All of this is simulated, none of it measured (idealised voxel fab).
process module | voxel gate over fins
cross-section cut | 270 nm wide | cells 5 nm
A cross-section is a grid of square cells, given in bands from the top down. A band is one or more rows of cells.
Each band's line starts with the height of the band's top and of its bottom, in nm. Then come its materials from left to right, each with its width in nm. One material with "throughout" fills the band from edge to edge. "air" is empty space.
Height 0 is the level under which the wafer as received is all one material. The lowest band goes on downwards, as in "0 down".
A width such as "30 to 40" changes by the same amount from each row of cells to the next, from the band's top row to its bottom row.
"no change" after a step means that no cell of the cross-section changed.
closed voids: empty space of 8 cells or more with no open way to the top, each as width x height at its distance from the left edge, in nm
after a step's settings: what the simulator itself notes on the step
overlay nm, on a step with a mask: how far to the right of its planned place the mask lay; to the left if negative
plan
1 op RECEIVE | material Si
2 op CONFORMAL_DEP | material SiN | thk nm 5
3 op PATTERN | tone cover | mask id FINS | material resist | width nm 15 | pitch nm 40 | thk nm 15 | overlay nm 0
4 op DIRECTIONAL_ETCH | etch materials SiN | depth nm 5
5 op DIRECTIONAL_ETCH | etch materials Si | depth nm 30
6 op STRIP | etch materials resist
7 op OXIDIZE | depth nm 5
8 op FILL_DEP | material SiO2 | thk nm 10
9 op CMP | height nm 5
10 op SELECTIVE_ETCH | etch materials SiO2 | depth nm 15
11 op STRIP | etch materials SiN
12 op CONFORMAL_DEP | material HfO2 | thk nm 5
13 op CONFORMAL_DEP | material TiN | thk nm 5
14 op FILL_DEP | material W | thk nm 10
15 op CMP | height nm 15
16 op CONFORMAL_DEP | material SiN | thk nm 5
as received, after step 1
  0 down: Si throughout
  closed voids: none
a wafer at the end: this start, this plan, one mistake
  15 to 10: SiN throughout
  10 to 5: W 80 | TiN 25 | W 15 | TiN 25 | W 15 | TiN 25 | W 85
  5 to 0: W 80 | TiN 5 | HfO2 15 | TiN 5 | W 15 | TiN 5 | HfO2 15 | TiN 5 | W 15 | TiN 5 | HfO2 15 | TiN 5 | W 85
  0 to -5: TiN 85 | HfO2 5 | Si 5 | HfO2 5 | TiN 25 | HfO2 5 | Si 5 | HfO2 5 | TiN 25 | HfO2 5 | Si 5 | HfO2 5 | TiN 90
  -5 to -10: HfO2 90 | Si 5 | HfO2 35 | Si 5 | HfO2 35 | Si 5 | HfO2 95
  -10 to -35: SiO2 90 | Si 5 | SiO2 35 | Si 5 | SiO2 35 | Si 5 | SiO2 95
  -35 down: Si throughout
  closed voids: none
what went wrong: step 15 ran as: op CMP | height nm 10
